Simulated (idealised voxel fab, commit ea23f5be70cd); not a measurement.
process module | voxel ribs on slabs
cross-section cut | 175 nm wide | cells 5 nm
A cross-section is a grid of square cells, given in bands from the top down. A band is one or more rows of cells.
Each band's line starts with the height of the band's top and of its bottom, in nm. Then come its materials from left to right, each with its width in nm. One material with "throughout" fills the band from edge to edge. "air" is empty space.
Height 0 is the level under which the wafer as received is all one material. The lowest band goes on downwards, as in "0 down".
A width such as "30 to 40" changes by the same amount from each row of cells to the next, from the band's top row to its bottom row.
"no change" after a step means that no cell of the cross-section changed.
closed voids: empty space of 8 cells or more with no open way to the top, each as width x height at its distance from the left edge, in nm
after a step's settings: what the simulator itself notes on the step
overlay nm, on a step with a mask: how far to the right of its planned place the mask lay; to the left if negative
plan
1 op RECEIVE | material Si
2 op DIRECTIONAL_DEP | material SiO2 | thk nm 30
3 op DIRECTIONAL_DEP | material SiN | thk nm 15
4 op DIRECTIONAL_DEP | material aC | thk nm 15
5 op PATTERN | tone cover | mask id RIB | material resist | width nm 15 | thk nm 35 | overlay nm 0
6 op DIRECTIONAL_ETCH | etch materials aC | depth nm 15
7 op STRIP | etch materials resist
8 op DIRECTIONAL_ETCH | etch materials SiN | depth nm 5
9 op STRIP | etch materials aC
10 op DIRECTIONAL_DEP | material aC | thk nm 15
11 op PATTERN | tone cover | mask id SLAB | material resist | width nm 45 | thk nm 35 | overlay nm 0
12 op DIRECTIONAL_ETCH | etch materials aC | depth nm 15
13 op STRIP | etch materials resist
14 op DIRECTIONAL_ETCH | etch materials SiN | depth nm 10
15 op STRIP | etch materials aC
16 op FILL_DEP | material SiO2 | thk nm 20
17 op CMP | height nm 55
18 op DIRECTIONAL_DEP | material W | thk nm 10
19 op DIRECTIONAL_DEP | material aC | thk nm 10
20 op PATTERN | tone cover | mask id HEATER | material resist | width nm 25 | thk nm 30 | overlay nm 0
21 op DIRECTIONAL_ETCH | etch materials aC | depth nm 10
22 op STRIP | etch materials resist
23 op DIRECTIONAL_ETCH | etch materials W | depth nm 10
24 op STRIP | etch materials aC
25 op CONFORMAL_DEP | material SiN | thk nm 10
first wafer, as planned
as received, after step 1
  0 down: Si throughout
  closed voids: none
after step 2
  30 to 0: SiO2 throughout
  below 0: unchanged
after step 3
  45 to 30: SiN throughout
  below 30: unchanged
after step 4
  60 to 45: aC throughout
  below 45: unchanged
after step 5
  95 to 60: air 80 | resist 15 | air 80
  below 60: unchanged
after step 6
  80 to 60: air 80 | resist 15 | air 80
  60 to 45: air 80 | aC 15 | air 80
  below 45: unchanged
after step 7
  60 to 45: air 80 | aC 15 | air 80
  below 45: unchanged
after step 8
  60 to 45: air 80 | aC 15 | air 80
  45 to 40: air 80 | SiN 15 | air 80
  below 40: unchanged
after step 9
  45 to 40: air 80 | SiN 15 | air 80
  below 40: unchanged
after step 10
  60 to 55: air 80 | aC 15 | air 80
  55 to 45: aC throughout
  45 to 40: aC 80 | SiN 15 | aC 80
  below 40: unchanged
after step 11
  95 to 60: air 65 | resist 45 | air 65
  60 to 55: air 65 | resist 15 | aC 15 | resist 15 | air 65
  below 55: unchanged
after step 12
  80 to 60: air 65 | resist 45 | air 65
  60 to 55: air 65 | resist 15 | aC 15 | resist 15 | air 65
  55 to 45: air 65 | aC 45 | air 65
  45 to 40: air 65 | aC 15 | SiN 15 | aC 15 | air 65
  below 40: unchanged
after step 13
  60 to 55: air 80 | aC 15 | air 80
  below 55: unchanged
after step 14
  60 to 55: air 80 | aC 15 | air 80
  55 to 45: air 65 | aC 45 | air 65
  45 to 40: air 65 | aC 15 | SiN 15 | aC 15 | air 65
  40 to 30: air 65 | SiN 45 | air 65
  below 30: unchanged
after step 15
  45 to 40: air 80 | SiN 15 | air 80
  below 40: unchanged
after step 16
  65 to 45: SiO2 throughout
  45 to 40: SiO2 80 | SiN 15 | SiO2 80
  40 to 30: SiO2 65 | SiN 45 | SiO2 65
  below 30: unchanged
after step 17
  55 to 45: SiO2 throughout
  below 45: unchanged
after step 18
  65 to 55: W throughout
  below 55: unchanged
after step 19
  75 to 65: aC throughout
  below 65: unchanged
after step 20
  105 to 75: air 75 | resist 25 | air 75
  below 75: unchanged
after step 21
  95 to 75: air 75 | resist 25 | air 75
  75 to 65: air 75 | aC 25 | air 75
  below 65: unchanged
after step 22
  75 to 65: air 75 | aC 25 | air 75
  below 65: unchanged
after step 23
  75 to 65: air 75 | aC 25 | air 75
  65 to 55: air 75 | W 25 | air 75
  below 55: unchanged
after step 24
  65 to 55: air 75 | W 25 | air 75
  below 55: unchanged
after step 25
  75 to 65: air 65 | SiN 45 | air 65
  65 to 55: SiN 75 | W 25 | SiN 75
  below 55: unchanged
second wafer: like start, like plan, one mistake. Through step 19 it matches the first wafer
when step 20 should have ended
  105 to 75: air 85 | resist 25 | air 65
  below 75: unchanged
when step 21 should have ended
  95 to 75: air 85 | resist 25 | air 65
  75 to 65: air 85 | aC 25 | air 65
  below 65: unchanged
when step 22 should have ended
  75 to 65: air 85 | aC 25 | air 65
  below 65: unchanged
when step 23 should have ended
  75 to 65: air 85 | aC 25 | air 65
  65 to 55: air 85 | W 25 | air 65
  below 55: unchanged
when step 24 should have ended
  65 to 55: air 85 | W 25 | air 65
  below 55: unchanged
when step 25 should have ended
  75 to 65: air 75 | SiN 45 | air 55
  65 to 55: SiN 85 | W 25 | SiN 65
  below 55: unchanged
what went wrong: step 20 ran as: op PATTERN | tone cover | mask id HEATER | material resist | width nm 25 | thk nm 30 | overlay nm 10
at the end the second wafer has, in cells: as many of each material as the first, in other places
